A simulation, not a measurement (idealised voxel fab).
Presented below is a process module, voxel fin reveal.
Cross-section cut spans 265 nm and uses square cells 5 nm in size.
The cross-sections in this document take the form of a grid made of square cells. They are written out as bands, in order from top to bottom. Each band consists of one or more rows of cells.
The band entry comprises the height of the band's top followed by the height of its bottom, expressed in nm, and subsequently the band's materials from left to right, each stated together with its width in nm. Where a single material is marked with the word "everywhere", that material fills the band from edge to edge. The word "empty" represents empty space.
For the purposes of this specification, 0 denotes the height below which the wafer in its as-received condition is composed wholly of one material, and the lowermost band, lacking a lower limit, extends downward without end, as expressed in "0 and below".
Think of "30..40" as a width that walks from the first number to the second as you go down the band, top row to bottom row, taking equal-sized steps from row to row.
Reading "nothing got changed" for a step: not a cell of the cross-section changed in it.
The entry titled "Unvented voids" provides the empty spaces that have no open way to the top, restricted to those of 8 cells or more. Each is presented as width x height at distance, the distance being measured from the left edge, with all three in nm.
Anything after a step's settings on that line? It's the simulator's own note about the step.
overlay nm: for a step with a mask, the amount by which the mask lay right of where it was planned; a negative amount means left of it.
Structure of the following material. The material consists of pairs of cross-sections. Each pair comprises the cross-section before one process step and the cross-section after that step, the latter shown only down to the lowest band that changed. The step between the cross-sections is specified beneath each pair, including its settings. Pairs are not necessarily consecutive: they may derive from different runs of this module performed on the same starting wafer. Continuity with the pair above is to be assumed only where the entry headed "Before this step" of the pair in question states it.

Before this step:
    5 down to 0 | SiN: 55; empty: 15; SiN: 30; empty: 15; SiN: 30; empty: 15; SiN: 30; empty: 15; SiN: 60
    0 down to -30 | Si: 55; empty: 15; Si: 30; empty: 15; Si: 30; empty: 15; Si: 30; empty: 15; Si: 60
    -30 and below | Si everywhere
    Unvented voids: none

Sectional Result:
    5 down to 0 | SiN: 55; empty: 15; SiN: 30; empty: 15; SiN: 30; empty: 15; SiN: 30; empty: 15; SiN: 60
    0 down to -30 | Si: 50; SiO2: 5; empty: 15; SiO2: 5; Si: 20; SiO2: 5; empty: 15; SiO2: 5; Si: 20; SiO2: 5; empty: 15; SiO2: 5; Si: 20; SiO2: 5; empty: 15; SiO2: 5; Si: 55
    -30 down to -35 | Si: 50; SiO2: 25; Si: 20; SiO2: 25; Si: 20; SiO2: 25; Si: 20; SiO2: 25; Si: 55
    Below a height of -35, the structure has not been altered.
    Unvented voids: none
For reference, the processing step occurring between the two cross-sections presented above is as follows: OXIDIZE with depth nm 5

Before this step: same picture as after in the pair right above, so we don't repeat it.

Sectional Result:
    20 down to 5 | SiO2 everywhere
    5 down to 0 | SiN: 55; SiO2: 15; SiN: 30; SiO2: 15; SiN: 30; SiO2: 15; SiN: 30; SiO2: 15; SiN: 60
    0 down to -35 | Si: 50; SiO2: 25; Si: 20; SiO2: 25; Si: 20; SiO2: 25; Si: 20; SiO2: 25; Si: 55
    Below a height of -35, the structure has not been altered.
    Unvented voids: none
For reference, the processing step occurring between the two cross-sections presented above is as follows: FILL_DEP with material SiO2, thk nm 15

Before this step: same picture as after in the pair right above, so we don't repeat it.

Sectional Result:
    5 down to 0 | SiN: 55; SiO2: 15; SiN: 30; SiO2: 15; SiN: 30; SiO2: 15; SiN: 30; SiO2: 15; SiN: 60
    Below a height of 0, the structure has not been altered.
    Unvented voids: none
For reference, the processing step occurring between the two cross-sections presented above is as follows: CMP with height nm 5

Before this step: same picture as after in the pair right above, so we don't repeat it.

Sectional Result:
    5 down to 0 | SiN: 55; empty: 15; SiN: 30; empty: 15; SiN: 30; empty: 15; SiN: 30; empty: 15; SiN: 60
    0 down to -10 | Si: 50; empty: 25; Si: 20; empty: 25; Si: 20; empty: 25; Si: 20; empty: 25; Si: 55
    Below a height of -10, the structure has not been altered.
    Unvented voids: none
For reference, the processing step occurring between the two cross-sections presented above is as follows: SELECTIVE_ETCH with etch materials SiO2, depth nm 15

Before this step: same picture as after in the pair right above, so we don't repeat it.

Sectional Result:
    0 down to -10 | Si: 50; empty: 25; Si: 20; empty: 25; Si: 20; empty: 25; Si: 20; empty: 25; Si: 55
    Below a height of -10, the structure has not been altered.
    Unvented voids: none
For reference, the processing step occurring between the two cross-sections presented above is as follows: STRIP with etch materials SiN

Before this step: same picture as after in the pair right above, so we don't repeat it.

Sectional Result:
    5 down to 0 | SiO2: 55; empty: 15; SiO2: 30; empty: 15; SiO2: 30; empty: 15; SiO2: 30; empty: 15; SiO2: 60
    0 down to -5 | Si: 50; SiO2: 5; empty: 15; SiO2: 5; Si: 20; SiO2: 5; empty: 15; SiO2: 5; Si: 20; SiO2: 5; empty: 15; SiO2: 5; Si: 20; SiO2: 5; empty: 15; SiO2: 5; Si: 55
    -5 down to -35 | Si: 50; SiO2: 25; Si: 20; SiO2: 25; Si: 20; SiO2: 25; Si: 20; SiO2: 25; Si: 55
    Below a height of -35, the structure has not been altered.
    Unvented voids: none
For reference, the processing step occurring between the two cross-sections presented above is as follows: CONFORMAL_DEP with material SiO2, thk nm 5
